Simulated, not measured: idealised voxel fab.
process module | voxel capacitor over wiring
cross-section cut | 210 nm wide | cells 5 nm
A cross-section is a grid of square cells, given in bands from the top down. A band is one or more rows of cells.
Each band's line starts with the height of the band's top and of its bottom, in nm. Then come its materials from left to right, each with its width in nm. One material with "throughout" fills the band from edge to edge. "air" is empty space.
Height 0 is the level under which the wafer as received is all one material. The lowest band goes on downwards, as in "0 down".
A width such as "30 to 40" changes by the same amount from each row of cells to the next, from the band's top row to its bottom row.
"no change" after a step means that no cell of the cross-section changed.
closed voids: empty space of 8 cells or more with no open way to the top, each as width x height at its distance from the left edge, in nm
after a step's settings: what the simulator itself notes on the step
overlay nm, on a step with a mask: how far to the right of its planned place the mask lay; to the left if negative
Each pair below shows a cross-section before one step and the cross-section after it, down to the lowest band that changed. The line under each pair gives the step between them, with its settings. The pairs can come from different runs of this module on the same starting wafer, so a pair continues from the pair above only where its "before" says so.
before
  10 to 0: SiO2 throughout
  0 down: Si throughout
  closed voids: none
after
  15 to 10: SiN throughout
  below 10: unchanged
  closed voids: none
the step between: op CONFORMAL_DEP | material SiN | thk nm 5
before: the cross-section after the pair above
after
  30 to 15: lowk throughout
  below 15: unchanged
  closed voids: none
the step between: op DIRECTIONAL_DEP | material lowk | thk nm 15
before: the cross-section after the pair above
after
  50 to 30: resist 55 | air 20 | resist 55 | air 20 | resist 60
  below 30: unchanged
  closed voids: none
the step between: op PATTERN | tone open | mask id METAL_1 | material resist | width nm 20 | pitch nm 75 | thk nm 20 | overlay nm 0
before: the cross-section after the pair above
after
  50 to 30: resist 55 | air 20 | resist 55 | air 20 | resist 60
  30 to 15: lowk 55 | air 20 | lowk 55 | air 20 | lowk 60
  below 15: unchanged
  closed voids: none
the step between: op DIRECTIONAL_ETCH | etch materials lowk | depth nm 15
before: the cross-section after the pair above
after
  50 to 30: resist 55 | air 20 | resist 55 | air 20 | resist 60
  30 to 15: lowk 55 | air 20 | lowk 55 | air 20 | lowk 60
  15 to 10: SiN 55 | air 20 | SiN 55 | air 20 | SiN 60
  below 10: unchanged
  closed voids: none
the step between: op DIRECTIONAL_ETCH | etch materials SiN | depth nm 5
before: the cross-section after the pair above
after
  30 to 15: lowk 55 | air 20 | lowk 55 | air 20 | lowk 60
  below 15: unchanged
  closed voids: none
the step between: op STRIP | etch materials resist
before: the cross-section after the pair above
after
  35 to 30: TiN 60 | air 10 | TiN 65 | air 10 | TiN 65
  30 to 15: lowk 55 | TiN 5 | air 10 | TiN 5 | lowk 55 | TiN 5 | air 10 | TiN 5 | lowk 60
  15 to 10: SiN 55 | TiN 20 | SiN 55 | TiN 20 | SiN 60
  below 10: unchanged
  closed voids: none
the step between: op CONFORMAL_DEP | material TiN | thk nm 5
before: the cross-section after the pair above
after
  45 to 35: Ru throughout
  35 to 30: TiN 60 | Ru 10 | TiN 65 | Ru 10 | TiN 65
  30 to 15: lowk 55 | TiN 5 | Ru 10 | TiN 5 | lowk 55 | TiN 5 | Ru 10 | TiN 5 | lowk 60
  below 15: unchanged
  closed voids: none
the step between: op FILL_DEP | material Ru | thk nm 10
before: the cross-section after the pair above
after
  35 to 30: TiN 60 | Ru 10 | TiN 65 | Ru 10 | TiN 65
  below 30: unchanged
  closed voids: none
the step between: op CMP | height nm 35
before: the cross-section after the pair above
after
  40 to 35: Ru throughout
  below 35: unchanged
  closed voids: none
the step between: op EPI | material Ru | thk nm 5
before: the cross-section after the pair above
after
  45 to 40: SiCN throughout
  below 40: unchanged
  closed voids: none
the step between: op FILL_DEP | material SiCN | thk nm 5
before: the cross-section after the pair above
after
  55 to 45: lowk throughout
  below 45: unchanged
  closed voids: none
the step between: op DIRECTIONAL_DEP | material lowk | thk nm 10
before: the cross-section after the pair above
after
  55 to 45: lowk 60 | air 15 | lowk 135
  below 45: unchanged
  closed voids: none
the step between: op MASKED_ETCH | tone open | mask id PLUG_1 | width nm 15 | etch materials lowk | depth nm 10 | overlay nm 0
before: the cross-section after the pair above
after
  55 to 45: lowk 60 | air 15 | lowk 135
  45 to 40: SiCN 60 | air 15 | SiCN 135
  below 40: unchanged
  closed voids: none
the step between: op MASKED_ETCH | tone open | mask id PLUG_1 | width nm 15 | etch materials SiCN | depth nm 5 | overlay nm 0
before: the cross-section after the pair above
after
  55 to 50: lowk 60 | air 15 | lowk 135
  50 to 45: lowk 60 | Ru 15 | lowk 135
  45 to 40: SiCN 60 | Ru 15 | SiCN 135
  below 40: unchanged
  closed voids: none
the step between: op EPI | material Ru | thk nm 10
before: the cross-section after the pair above
after
  55 to 45: lowk 60 | Ru 15 | lowk 135
  below 45: unchanged
  closed voids: none
the step between: op EPI | material Ru | thk nm 5
before: the cross-section after the pair above
after
  60 to 55: TiN throughout
  below 55: unchanged
  closed voids: none
the step between: op DIRECTIONAL_DEP | material TiN | thk nm 5
before: the cross-section after the pair above
after
  65 to 60: Al2O3 throughout
  below 60: unchanged
  closed voids: none
the step between: op DIRECTIONAL_DEP | material Al2O3 | thk nm 5
before: the cross-section after the pair above
after
  70 to 65: TiN throughout
  below 65: unchanged
  closed voids: none
the step between: op DIRECTIONAL_DEP | material TiN | thk nm 5
before: the cross-section after the pair above
after
  85 to 70: aC throughout
  below 70: unchanged
  closed voids: none
the step between: op DIRECTIONAL_DEP | material aC | thk nm 15
before: the cross-section after the pair above
after
  120 to 85: air 60 | resist 60 | air 90
  below 85: unchanged
  closed voids: none
the step between: op PATTERN | tone cover | mask id UPPER_PLATE | material resist | width nm 60 | thk nm 35 | overlay nm 0
before: the cross-section after the pair above
after
  105 to 85: air 60 | resist 60 | air 90
  85 to 70: air 60 | aC 60 | air 90
  below 70: unchanged
  closed voids: none
the step between: op DIRECTIONAL_ETCH | etch materials aC | depth nm 15
before: the cross-section after the pair above
after
  85 to 70: air 60 | aC 60 | air 90
  below 70: unchanged
  closed voids: none
the step between: op STRIP | etch materials resist
before: the cross-section after the pair above
after
  85 to 70: air 60 | aC 60 | air 90
  70 to 65: air 60 | TiN 60 | air 90
  below 65: unchanged
  closed voids: none
the step between: op DIRECTIONAL_ETCH | etch materials TiN | depth nm 5
before: the cross-section after the pair above
after
  85 to 70: air 60 | aC 60 | air 90
  70 to 65: air 60 | TiN 60 | air 90
  65 to 60: air 60 | Al2O3 60 | air 90
  below 60: unchanged
  closed voids: none
the step between: op DIRECTIONAL_ETCH | etch materials Al2O3 | depth nm 5
before: the cross-section after the pair above
after
  70 to 65: air 60 | TiN 60 | air 90
  below 65: unchanged
  closed voids: none
the step between: op STRIP | etch materials aC
before: the cross-section after the pair above
after
  70 to 65: air 60 | TiN 60 | air 90
  65 to 60: air 60 | Al2O3 60 | air 90
  60 to 55: air 55 | TiN 70 | air 85
  below 55: unchanged
  closed voids: none
the step between: op MASKED_ETCH | tone cover | mask id LOWER_PLATE | width nm 70 | etch materials TiN | depth nm 5 | overlay nm 0
before: the cross-section after the pair above
after
  90 to 70: SiO2 throughout
  70 to 65: SiO2 60 | TiN 60 | SiO2 90
  65 to 60: SiO2 60 | Al2O3 60 | SiO2 90
  60 to 55: SiO2 55 | TiN 70 | SiO2 85
  below 55: unchanged
  closed voids: none
the step between: op FILL_DEP | material SiO2 | thk nm 20
before: the cross-section after the pair above
after
  85 to 70: SiO2 throughout
  below 70: unchanged
  closed voids: none
the step between: op CMP | height nm 85
before: the cross-section after the pair above
after
  105 to 85: resist 70 | air 15 | resist 125
  below 85: unchanged
  closed voids: none
the step between: op PATTERN | tone open | mask id PLUG_2 | material resist | width nm 15 | thk nm 20 | overlay nm 0
before: the cross-section after the pair above
after
  105 to 85: resist 70 | air 15 | resist 125
  85 to 70: SiO2 70 | air 15 | SiO2 125
  below 70: unchanged
  closed voids: none
the step between: op DIRECTIONAL_ETCH | etch materials SiO2 | depth nm 15
before: the cross-section after the pair above
after
  85 to 70: SiO2 70 | air 15 | SiO2 125
  below 70: unchanged
  closed voids: none
the step between: op STRIP | etch materials resist
before: the cross-section after the pair above
after
  90 to 85: TiN 75 | air 5 | TiN 130
  85 to 75: SiO2 70 | TiN 5 | air 5 | TiN 5 | SiO2 125
  75 to 65: SiO2 70 to 60 | TiN 15 to 60 | SiO2 125 to 90
  below 65: unchanged
  closed voids: none
the step between: op CONFORMAL_DEP | material TiN | thk nm 5
before: the cross-section after the pair above
after
  100 to 90: Cu throughout
  90 to 85: TiN 75 | Cu 5 | TiN 130
  85 to 75: SiO2 70 | TiN 5 | Cu 5 | TiN 5 | SiO2 125
  below 75: unchanged
  closed voids: none
the step between: op FILL_DEP | material Cu | thk nm 10
before: the cross-section after the pair above
after
  85 to 75: SiO2 70 | TiN 5 | Cu 5 | TiN 5 | SiO2 125
  below 75: unchanged
  closed voids: none
the step between: op CMP | height nm 85
before: the cross-section after the pair above
after
  90 to 85: SiCN throughout
  below 85: unchanged
  closed voids: none
the step between: op CONFORMAL_DEP | material SiCN | thk nm 5
before
  85 to 70: aC throughout
  70 to 65: TiN throughout
  65 to 60: Al2O3 throughout
  60 to 55: TiN throughout
  55 to 45: lowk 60 | Ru 15 | lowk 135
  45 to 40: SiCN 60 | Ru 15 | SiCN 135
  40 to 35: SiCN 50 | Ru 30 | SiCN 45 | Ru 30 | SiCN 55
  35 to 20: lowk 55 | TiN 5 | Ru 10 | TiN 5 | lowk 55 | TiN 5 | Ru 10 | TiN 5 | lowk 60
  20 to 15: SiN 55 | TiN 20 | SiN 55 | TiN 20 | SiN 60
  15 to 0: SiO2 throughout
  0 down: Si throughout
  closed voids: none
after
  120 to 85: air 65 | resist 55 | air 90
  below 85: unchanged
  closed voids: none
the step between: op PATTERN | tone cover | mask id UPPER_PLATE | material resist | width nm 55 | thk nm 35 | overlay nm 0
before: the cross-section after the pair above
after
  105 to 85: air 65 | resist 55 | air 90
  85 to 70: air 65 | aC 55 | air 90
  below 70: unchanged
  closed voids: none
the step between: op DIRECTIONAL_ETCH | etch materials aC | depth nm 15
before: the cross-section after the pair above
after
  85 to 70: air 65 | aC 55 | air 90
  below 70: unchanged
  closed voids: none
the step between: op STRIP | etch materials resist
before: the cross-section after the pair above
after
  85 to 70: air 65 | aC 55 | air 90
  70 to 65: air 65 | TiN 55 | air 90
  below 65: unchanged
  closed voids: none
the step between: op DIRECTIONAL_ETCH | etch materials TiN | depth nm 5
before: the cross-section after the pair above
after
  85 to 70: air 65 | aC 55 | air 90
  70 to 65: air 65 | TiN 55 | air 90
  65 to 60: air 65 | Al2O3 55 | air 90
  below 60: unchanged
  closed voids: none
the step between: op DIRECTIONAL_ETCH | etch materials Al2O3 | depth nm 5
before: the cross-section after the pair above
after
  70 to 65: air 65 | TiN 55 | air 90
  below 65: unchanged
  closed voids: none
the step between: op STRIP | etch materials aC
before: the cross-section after the pair above
after
  70 to 65: air 65 | TiN 55 | air 90
  65 to 60: air 65 | Al2O3 55 | air 90
  60 to 55: air 55 | TiN 70 | air 85
  below 55: unchanged
  closed voids: none
the step between: op MASKED_ETCH | tone cover | mask id LOWER_PLATE | width nm 70 | etch materials TiN | depth nm 5 | overlay nm 0
before: the cross-section after the pair above
after
  90 to 70: SiO2 throughout
  70 to 65: SiO2 65 | TiN 55 | SiO2 90
  65 to 60: SiO2 65 | Al2O3 55 | SiO2 90
  60 to 55: SiO2 55 | TiN 70 | SiO2 85
  below 55: unchanged
  closed voids: none
the step between: op FILL_DEP | material SiO2 | thk nm 20
before: the cross-section after the pair above
after
  85 to 70: SiO2 throughout
  below 70: unchanged
  closed voids: none
the step between: op CMP | height nm 85
before: the cross-section after the pair above
after
  105 to 85: resist 70 | air 15 | resist 125
  below 85: unchanged
  closed voids: none
the step between: op PATTERN | tone open | mask id PLUG_2 | material resist | width nm 15 | thk nm 20 | overlay nm 0
before: the cross-section after the pair above
after
  105 to 85: resist 70 | air 15 | resist 125
  85 to 70: SiO2 70 | air 15 | SiO2 125
  below 70: unchanged
  closed voids: none
the step between: op DIRECTIONAL_ETCH | etch materials SiO2 | depth nm 15
before: the cross-section after the pair above
after
  85 to 70: SiO2 70 | air 15 | SiO2 125
  below 70: unchanged
  closed voids: none
the step between: op STRIP | etch materials resist
before: the cross-section after the pair above
after
  90 to 85: TiN 75 | air 5 | TiN 130
  85 to 75: SiO2 70 | TiN 5 | air 5 | TiN 5 | SiO2 125
  75 to 65: SiO2 70 to 65 | TiN 15 to 55 | SiO2 125 to 90
  below 65: unchanged
  closed voids: none
the step between: op CONFORMAL_DEP | material TiN | thk nm 5
before: the cross-section after the pair above
after
  100 to 90: Cu throughout
  90 to 85: TiN 75 | Cu 5 | TiN 130
  85 to 75: SiO2 70 | TiN 5 | Cu 5 | TiN 5 | SiO2 125
  below 75: unchanged
  closed voids: none
the step between: op FILL_DEP | material Cu | thk nm 10
before: the cross-section after the pair above
after
  85 to 75: SiO2 70 | TiN 5 | Cu 5 | TiN 5 | SiO2 125
  below 75: unchanged
  closed voids: none
the step between: op CMP | height nm 85
before: the cross-section after the pair above
after
  90 to 85: SiCN throughout
  below 85: unchanged
  closed voids: none
the step between: op CONFORMAL_DEP | material SiCN | thk nm 5
before
  55 to 45: lowk throughout
  45 to 40: SiCN throughout
  40 to 35: SiCN 50 | Ru 30 | SiCN 45 | Ru 30 | SiCN 55
  35 to 20: lowk 55 | TiN 5 | Ru 10 | TiN 5 | lowk 55 | TiN 5 | Ru 10 | TiN 5 | lowk 60
  20 to 15: SiN 55 | TiN 20 | SiN 55 | TiN 20 | SiN 60
  15 to 0: SiO2 throughout
  0 down: Si throughout
  closed voids: none
after
  55 to 45: lowk 50 | air 15 | lowk 145
  below 45: unchanged
  closed voids: none
the step between: op MASKED_ETCH | tone open | mask id PLUG_1 | width nm 15 | etch materials lowk | depth nm 10 | overlay nm -10
before: the cross-section after the pair above
after
  55 to 45: lowk 50 | air 15 | lowk 145
  45 to 40: SiCN 60 | air 5 | SiCN 145
  below 40: unchanged
  closed voids: none
the step between: op MASKED_ETCH | tone open | mask id PLUG_1 | width nm 15 | etch materials SiCN | depth nm 5 | overlay nm 0
before: the cross-section after the pair above
after
  55 to 50: lowk 50 | air 15 | lowk 145
  50 to 45: lowk 50 | air 5 | Ru 10 | lowk 145
  45 to 40: SiCN 60 | Ru 5 | SiCN 145
  below 40: unchanged
  closed voids: none
the step between: op EPI | material Ru | thk nm 10
before: the cross-section after the pair above
after
  55 to 45: lowk 50 | Ru 15 | lowk 145
  below 45: unchanged
  closed voids: none
the step between: op EPI | material Ru | thk nm 5
before: the cross-section after the pair above
after
  60 to 55: TiN throughout
  below 55: unchanged
  closed voids: none
the step between: op DIRECTIONAL_DEP | material TiN | thk nm 5
before: the cross-section after the pair above
after
  65 to 60: Al2O3 throughout
  below 60: unchanged
  closed voids: none
the step between: op DIRECTIONAL_DEP | material Al2O3 | thk nm 5
before: the cross-section after the pair above
after
  70 to 65: TiN throughout
  below 65: unchanged
  closed voids: none
the step between: op DIRECTIONAL_DEP | material TiN | thk nm 5
before: the cross-section after the pair above
after
  85 to 70: aC throughout
  below 70: unchanged
  closed voids: none
the step between: op DIRECTIONAL_DEP | material aC | thk nm 15
before: the cross-section after the pair above
after
  120 to 85: air 60 | resist 60 | air 90
  below 85: unchanged
  closed voids: none
the step between: op PATTERN | tone cover | mask id UPPER_PLATE | material resist | width nm 60 | thk nm 35 | overlay nm 0
before: the cross-section after the pair above
after
  105 to 85: air 60 | resist 60 | air 90
  85 to 70: air 60 | aC 60 | air 90
  below 70: unchanged
  closed voids: none
the step between: op DIRECTIONAL_ETCH | etch materials aC | depth nm 15
before: the cross-section after the pair above
after
  85 to 70: air 60 | aC 60 | air 90
  below 70: unchanged
  closed voids: none
the step between: op STRIP | etch materials resist
before: the cross-section after the pair above
after
  85 to 70: air 60 | aC 60 | air 90
  70 to 65: air 60 | TiN 60 | air 90
  below 65: unchanged
  closed voids: none
the step between: op DIRECTIONAL_ETCH | etch materials TiN | depth nm 5
before: the cross-section after the pair above
after
  85 to 70: air 60 | aC 60 | air 90
  70 to 65: air 60 | TiN 60 | air 90
  65 to 60: air 60 | Al2O3 60 | air 90
  below 60: unchanged
  closed voids: none
the step between: op DIRECTIONAL_ETCH | etch materials Al2O3 | depth nm 5
before: the cross-section after the pair above
after
  70 to 65: air 60 | TiN 60 | air 90
  below 65: unchanged
  closed voids: none
the step between: op STRIP | etch materials aC
before: the cross-section after the pair above
after
  70 to 65: air 60 | TiN 60 | air 90
  65 to 60: air 60 | Al2O3 60 | air 90
  60 to 55: air 55 | TiN 70 | air 85
  below 55: unchanged
  closed voids: none
the step between: op MASKED_ETCH | tone cover | mask id LOWER_PLATE | width nm 70 | etch materials TiN | depth nm 5 | overlay nm 0
before: the cross-section after the pair above
after
  90 to 70: SiO2 throughout
  70 to 65: SiO2 60 | TiN 60 | SiO2 90
  65 to 60: SiO2 60 | Al2O3 60 | SiO2 90
  60 to 55: SiO2 55 | TiN 70 | SiO2 85
  below 55: unchanged
  closed voids: none
the step between: op FILL_DEP | material SiO2 | thk nm 20
before: the cross-section after the pair above
after
  85 to 70: SiO2 throughout
  below 70: unchanged
  closed voids: none
the step between: op CMP | height nm 85
before: the cross-section after the pair above
after
  105 to 85: resist 70 | air 15 | resist 125
  below 85: unchanged
  closed voids: none
the step between: op PATTERN | tone open | mask id PLUG_2 | material resist | width nm 15 | thk nm 20 | overlay nm 0
before: the cross-section after the pair above
after
  105 to 85: resist 70 | air 15 | resist 125
  85 to 70: SiO2 70 | air 15 | SiO2 125
  below 70: unchanged
  closed voids: none
the step between: op DIRECTIONAL_ETCH | etch materials SiO2 | depth nm 15
before: the cross-section after the pair above
after
  85 to 70: SiO2 70 | air 15 | SiO2 125
  below 70: unchanged
  closed voids: none
the step between: op STRIP | etch materials resist
before: the cross-section after the pair above
after
  90 to 85: TiN 75 | air 5 | TiN 130
  85 to 75: SiO2 70 | TiN 5 | air 5 | TiN 5 | SiO2 125
  75 to 65: SiO2 70 to 60 | TiN 15 to 60 | SiO2 125 to 90
  below 65: unchanged
  closed voids: none
the step between: op CONFORMAL_DEP | material TiN | thk nm 5
before: the cross-section after the pair above
after
  100 to 90: Cu throughout
  90 to 85: TiN 75 | Cu 5 | TiN 130
  85 to 75: SiO2 70 | TiN 5 | Cu 5 | TiN 5 | SiO2 125
  below 75: unchanged
  closed voids: none
the step between: op FILL_DEP | material Cu | thk nm 10
before: the cross-section after the pair above
after
  85 to 75: SiO2 70 | TiN 5 | Cu 5 | TiN 5 | SiO2 125
  below 75: unchanged
  closed voids: none
the step between: op CMP | height nm 85
before: the cross-section after the pair above
after
  90 to 85: SiCN throughout
  below 85: unchanged
  closed voids: none
the step between: op CONFORMAL_DEP | material SiCN | thk nm 5
before
  90 to 85: TiN 75 | air 5 | TiN 130
  85 to 75: SiO2 70 | TiN 5 | air 5 | TiN 5 | SiO2 125
  75 to 65: SiO2 70 to 60 | TiN 15 to 60 | SiO2 125 to 90
  65 to 60: SiO2 60 | Al2O3 60 | SiO2 90
  60 to 55: SiO2 55 | TiN 70 | SiO2 85
  55 to 45: lowk 60 | Ru 15 | lowk 135
  45 to 40: SiCN 60 | Ru 15 | SiCN 135
  40 to 35: SiCN 50 | Ru 30 | SiCN 45 | Ru 30 | SiCN 55
  35 to 20: lowk 55 | TiN 5 | Ru 10 | TiN 5 | lowk 55 | TiN 5 | Ru 10 | TiN 5 | lowk 60
  20 to 15: SiN 55 | TiN 20 | SiN 55 | TiN 20 | SiN 60
  15 to 0: SiO2 throughout
  0 down: Si throughout
  closed voids: none
after
  100 to 90: Al2O3 throughout
  90 to 85: TiN 75 | Al2O3 5 | TiN 130
  85 to 75: SiO2 70 | TiN 5 | Al2O3 5 | TiN 5 | SiO2 125
  below 75: unchanged
  closed voids: none
the step between: op FILL_DEP | material Al2O3 | thk nm 10
before: the cross-section after the pair above
after
  85 to 75: SiO2 70 | TiN 5 | Al2O3 5 | TiN 5 | SiO2 125
  below 75: unchanged
  closed voids: none
the step between: op CMP | height nm 85
before: the cross-section after the pair above
after
  90 to 85: SiCN throughout
  below 85: unchanged
  closed voids: none
the step between: op CONFORMAL_DEP | material SiCN | thk nm 5
before
  55 to 45: lowk throughout
  45 to 40: SiCN throughout
  40 to 35: SiCN 50 | Ru 30 | SiCN 45 | Ru 30 | SiCN 55
  35 to 20: lowk 55 | TiN 5 | Ru 10 | TiN 5 | lowk 55 | TiN 5 | Ru 10 | TiN 5 | lowk 60
  20 to 15: SiN 55 | TiN 20 | SiN 55 | TiN 20 | SiN 60
  15 to 0: SiO2 throughout
  0 down: Si throughout
  closed voids: none
after
  55 to 45: air 60 | lowk 15 | air 135
  below 45: unchanged
  closed voids: none
the step between: op MASKED_ETCH | tone cover | mask id PLUG_1 | width nm 15 | etch materials lowk | depth nm 10 | overlay nm 0
before: the cross-section after the pair above
after
  60 to 55: air 60 | TiN 15 | air 135
  55 to 50: air 60 | lowk 15 | air 135
  50 to 45: TiN 60 | lowk 15 | TiN 135
  below 45: unchanged
  closed voids: none
the step between: op DIRECTIONAL_DEP | material TiN | thk nm 5
before: the cross-section after the pair above
after
  65 to 60: air 60 | Al2O3 15 | air 135
  60 to 55: air 60 | TiN 15 | air 135
  55 to 50: Al2O3 60 | lowk 15 | Al2O3 135
  below 50: unchanged
  closed voids: none
the step between: op DIRECTIONAL_DEP | material Al2O3 | thk nm 5
before: the cross-section after the pair above
after
  70 to 65: air 60 | TiN 15 | air 135
  65 to 60: air 60 | Al2O3 15 | air 135
  60 to 55: TiN throughout
  below 55: unchanged
  closed voids: none
the step between: op DIRECTIONAL_DEP | material TiN | thk nm 5
before: the cross-section after the pair above
after
  85 to 75: air 60 | aC 15 | air 135
  75 to 70: aC throughout
  70 to 65: aC 60 | TiN 15 | aC 135
  65 to 60: aC 60 | Al2O3 15 | aC 135
  below 60: unchanged
  closed voids: none
the step between: op DIRECTIONAL_DEP | material aC | thk nm 15
before: the cross-section after the pair above
after
  120 to 85: air 60 | resist 60 | air 90
  85 to 75: air 60 | aC 15 | resist 45 | air 90
  below 75: unchanged
  closed voids: none
the step between: op PATTERN | tone cover | mask id UPPER_PLATE | material resist | width nm 60 | thk nm 35 | overlay nm 0
before: the cross-section after the pair above
after
  105 to 85: air 60 | resist 60 | air 90
  85 to 75: air 60 | aC 15 | resist 45 | air 90
  75 to 70: air 60 | aC 60 | air 90
  70 to 65: air 60 | TiN 15 | aC 45 | air 90
  65 to 60: air 60 | Al2O3 15 | aC 45 | air 90
  below 60: unchanged
  closed voids: none
the step between: op DIRECTIONAL_ETCH | etch materials aC | depth nm 15
before: the cross-section after the pair above
after
  85 to 75: air 60 | aC 15 | air 135
  below 75: unchanged
  closed voids: none
the step between: op STRIP | etch materials resist
before: the cross-section after the pair above
after
  85 to 75: air 60 | aC 15 | air 135
  75 to 70: air 60 | aC 60 | air 90
  70 to 65: air 60 | TiN 15 | aC 45 | air 90
  65 to 60: air 60 | Al2O3 15 | aC 45 | air 90
  60 to 55: air 60 | TiN 60 | air 90
  below 55: unchanged
  closed voids: none
the step between: op DIRECTIONAL_ETCH | etch materials TiN | depth nm 5
before: the cross-section after the pair above
after
  85 to 75: air 60 | aC 15 | air 135
  75 to 70: air 60 | aC 60 | air 90
  70 to 65: air 60 | TiN 15 | aC 45 | air 90
  65 to 60: air 60 | Al2O3 15 | aC 45 | air 90
  60 to 55: air 60 | TiN 60 | air 90
  55 to 50: air 60 | lowk 15 | Al2O3 45 | air 90
  below 50: unchanged
  closed voids: none
the step between: op DIRECTIONAL_ETCH | etch materials Al2O3 | depth nm 5
before: the cross-section after the pair above
after
  70 to 65: air 60 | TiN 15 | air 135
  65 to 60: air 60 | Al2O3 15 | air 135
  below 60: unchanged
  closed voids: none
the step between: op STRIP | etch materials aC
before: the cross-section after the pair above
after
  70 to 65: air 60 | TiN 15 | air 135
  65 to 60: air 60 | Al2O3 15 | air 135
  60 to 55: air 60 | TiN 60 | air 90
  55 to 50: air 60 | lowk 15 | Al2O3 45 | air 90
  50 to 45: air 55 | TiN 5 | lowk 15 | TiN 50 | air 85
  below 45: unchanged
  closed voids: none
the step between: op MASKED_ETCH | tone cover | mask id LOWER_PLATE | width nm 70 | etch materials TiN | depth nm 5 | overlay nm 0
before: the cross-section after the pair above
after
  90 to 70: SiO2 throughout
  70 to 65: SiO2 60 | TiN 15 | SiO2 135
  65 to 60: SiO2 60 | Al2O3 15 | SiO2 135
  60 to 55: SiO2 60 | TiN 60 | SiO2 90
  55 to 50: SiO2 60 | lowk 15 | Al2O3 45 | SiO2 90
  50 to 45: SiO2 55 | TiN 5 | lowk 15 | TiN 50 | SiO2 85
  below 45: unchanged
  closed voids: none
the step between: op FILL_DEP | material SiO2 | thk nm 20
before: the cross-section after the pair above
after
  85 to 70: SiO2 throughout
  below 70: unchanged
  closed voids: none
the step between: op CMP | height nm 85
before: the cross-section after the pair above
after
  105 to 85: resist 70 | air 15 | resist 125
  below 85: unchanged
  closed voids: none
the step between: op PATTERN | tone open | mask id PLUG_2 | material resist | width nm 15 | thk nm 20 | overlay nm 0
before: the cross-section after the pair above
after
  105 to 85: resist 70 | air 15 | resist 125
  85 to 70: SiO2 70 | air 15 | SiO2 125
  below 70: unchanged
  closed voids: none
the step between: op DIRECTIONAL_ETCH | etch materials SiO2 | depth nm 15
before: the cross-section after the pair above
after
  85 to 70: SiO2 70 | air 15 | SiO2 125
  below 70: unchanged
  closed voids: none
the step between: op STRIP | etch materials resist
before: the cross-section after the pair above
after
  90 to 85: TiN 75 | air 5 | TiN 130
  85 to 75: SiO2 70 | TiN 5 | air 5 | TiN 5 | SiO2 125
  75 to 65: SiO2 70 to 60 | TiN 15 | SiO2 125 to 135
  below 65: unchanged
  closed voids: none
the step between: op CONFORMAL_DEP | material TiN | thk nm 5
before: the cross-section after the pair above
after
  100 to 90: Cu throughout
  90 to 85: TiN 75 | Cu 5 | TiN 130
  85 to 75: SiO2 70 | TiN 5 | Cu 5 | TiN 5 | SiO2 125
  below 75: unchanged
  closed voids: none
the step between: op FILL_DEP | material Cu | thk nm 10
before: the cross-section after the pair above
after
  85 to 75: SiO2 70 | TiN 5 | Cu 5 | TiN 5 | SiO2 125
  below 75: unchanged
  closed voids: none
the step between: op CMP | height nm 85
before: the cross-section after the pair above
after
  90 to 85: SiCN throughout
  below 85: unchanged
  closed voids: none
the step between: op CONFORMAL_DEP | material SiCN | thk nm 5
